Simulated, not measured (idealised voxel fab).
This is a process module. Its name is voxel ribs on slabs.
In the cross-section labelled cut, the width is 175 nm and each square cell is 5 nm.
Notation: cross-section as square-cell grid; stated in bands, top first, going down; one or more cell rows per band.
Band: top and bottom heights (nm) first, top before bottom; then materials from left to right, widths in nm. "throughout" marks a sole material filling the band edge to edge. "empty" denotes empty space.
Measure heights from 0. That's the level where, below it, the as-received wafer is all one material. The lowest band is bottomless and extends downward; write it as in "0 nm and below".
With a width like "30 to 40", each row of cells in the band differs from the next by the same amount, the top row carrying the first number and the bottom row the second.
Key: "no change occurred" - step with no changed cell in the cross-section.
This entry, "Tabulated closed voids", enumerates those empty regions of no fewer than 8 cells that possess no open connection to the top. Each region is reported in the form width x height at distance, the distance being taken from the left edge, with all three quantities expressed in nm.
Formally, on a step line, whatever follows the settings is a remark that the simulator itself makes on the step.
overlay nm: mask offset rightward from planned place, masked step; negative means leftward offset.
This section lists the process steps that were planned
step 1: RECEIVE [material Si]
step 2: DIRECTIONAL_DEP [material SiO2] [thk nm 30]
step 3: DIRECTIONAL_DEP [material SiN] [thk nm 20]
step 4: PATTERN [tone cover] [mask id RIB] [material resist] [width nm 25] [thk nm 20] [overlay nm 0]
step 5: DIRECTIONAL_ETCH [etch materials SiN] [depth nm 10]
step 6: STRIP [etch materials resist]
step 7: PATTERN [tone cover] [mask id SLAB] [material resist] [width nm 65] [thk nm 15] [overlay nm 0]
step 8: DIRECTIONAL_ETCH [etch materials SiN] [depth nm 10]
step 9: STRIP [etch materials resist]
step 10: FILL_DEP [material SiO2] [thk nm 20]
step 11: CMP [height nm 65]
step 12: DIRECTIONAL_DEP [material W] [thk nm 10]
step 13: MASKED_ETCH [tone cover] [mask id HEATER] [width nm 35] [etch materials W] [depth nm 10] [overlay nm 0]
step 14: CONFORMAL_DEP [material SiN] [thk nm 5]
Incoming wafer in cross-section (state: after step 1)
	0 nm and below  Si throughout
	Tabulated closed voids: none
The first of two wafers, cross-sectioned at the end of the module, with the run proceeding as planned
	80 nm to 75 nm  65 of empty; 45 of SiN; 65 of empty
	75 nm to 70 nm  65 of empty; 5 of SiN; 35 of W; 5 of SiN; 65 of empty
	70 nm to 65 nm  70 of SiN; 35 of W; 70 of SiN
	65 nm to 50 nm  SiO2 throughout
	50 nm to 40 nm  75 of SiO2; 25 of SiN; 75 of SiO2
	40 nm to 30 nm  55 of SiO2; 65 of SiN; 55 of SiO2
	30 nm to 0 nm  SiO2 throughout
	0 nm and below  Si throughout
	Tabulated closed voids: none
So this is wafer number two of the two, cut at the end of the module - it started where the first did and had the same plan, we just got one thing wrong running it
	80 nm to 75 nm  65 of empty; 45 of SiN; 65 of empty
	75 nm to 70 nm  65 of empty; 5 of SiN; 35 of W; 5 of SiN; 65 of empty
	70 nm to 65 nm  70 of SiN; 35 of W; 70 of SiN
	65 nm to 50 nm  SiO2 throughout
	50 nm to 40 nm  75 of SiO2; 25 of SiN; 75 of SiO2
	40 nm to 30 nm  55 of SiO2; 65 of SiN; 55 of SiO2
	30 nm to 0 nm  W throughout
	0 nm and below  Si throughout
	Tabulated closed voids: none
It is concluded that the wafer was processed incorrectly with respect to the plan, in that in deviation from the planned setting, step 2 was conducted as DIRECTIONAL_DEP [material W] [thk nm 30]
Counted in cells at the end, the second wafer holds more or fewer of these materials than the first: 210 fewer of SiO2 | 210 more of W
